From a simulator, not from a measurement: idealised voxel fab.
process module | voxel self aligned contacts
cross-section cut | 235 nm wide | cells 5 nm
A cross-section is a grid of square cells, given in bands from the top down. A band is one or more rows of cells.
Each band's line starts with the height of the band's top and of its bottom, in nm. Then come its materials from left to right, each with its width in nm. One material with "throughout" fills the band from edge to edge. "air" is empty space.
Height 0 is the level under which the wafer as received is all one material. The lowest band goes on downwards, as in "0 down".
A width such as "30 to 40" changes by the same amount from each row of cells to the next, from the band's top row to its bottom row.
"no change" after a step means that no cell of the cross-section changed.
closed voids: empty space of 8 cells or more with no open way to the top, each as width x height at its distance from the left edge, in nm
after a step's settings: what the simulator itself notes on the step
overlay nm, on a step with a mask: how far to the right of its planned place the mask lay; to the left if negative
plan
1 op RECEIVE | material Si
2 op OXIDIZE | depth nm 5
3 op DIRECTIONAL_DEP | material polySi | thk nm 25
4 op DIRECTIONAL_DEP | material SiN | thk nm 15
5 op PATTERN | tone cover | mask id GATE | material resist | width nm 25 | pitch nm 60 | thk nm 15 | overlay nm 0
6 op DIRECTIONAL_ETCH | etch materials SiN | depth nm 15
7 op DIRECTIONAL_ETCH | etch materials polySi | depth nm 25
8 op STRIP | etch materials resist
9 op CONFORMAL_DEP | material SiN | thk nm 5
10 op DIRECTIONAL_ETCH | etch materials SiN | depth nm 5
11 op FILL_DEP | material SiO2 | thk nm 15
12 op CMP | height nm 50
13 op MASKED_ETCH | tone open | mask id CONTACT | width nm 45 | etch materials SiO2 | depth nm 55 | overlay nm 0
14 op CONFORMAL_DEP | material TiN | thk nm 5
15 op FILL_DEP | material Ru | thk nm 10
16 op CMP | height nm 50
17 op CONFORMAL_DEP | material SiN | thk nm 5
as received, after step 1
  0 down: Si throughout
  closed voids: none
a wafer at the end: this start, this plan, one mistake
  55 to 50: SiN throughout
  50 to 40: SiO2 95 | TiN 5 to 15 | Ru 35 to 15 | TiN 5 to 15 | SiO2 95
  40 to 25: SiO2 70 | SiN 35 | TiN 5 | Ru 15 | TiN 5 | SiN 35 | SiO2 70
  25 to 20: SiO2 105 | TiN 25 | SiO2 105
  20 to 0: polySi throughout
  0 down: Si throughout
  closed voids: none
what went wrong: steps 2 and 3 were swapped
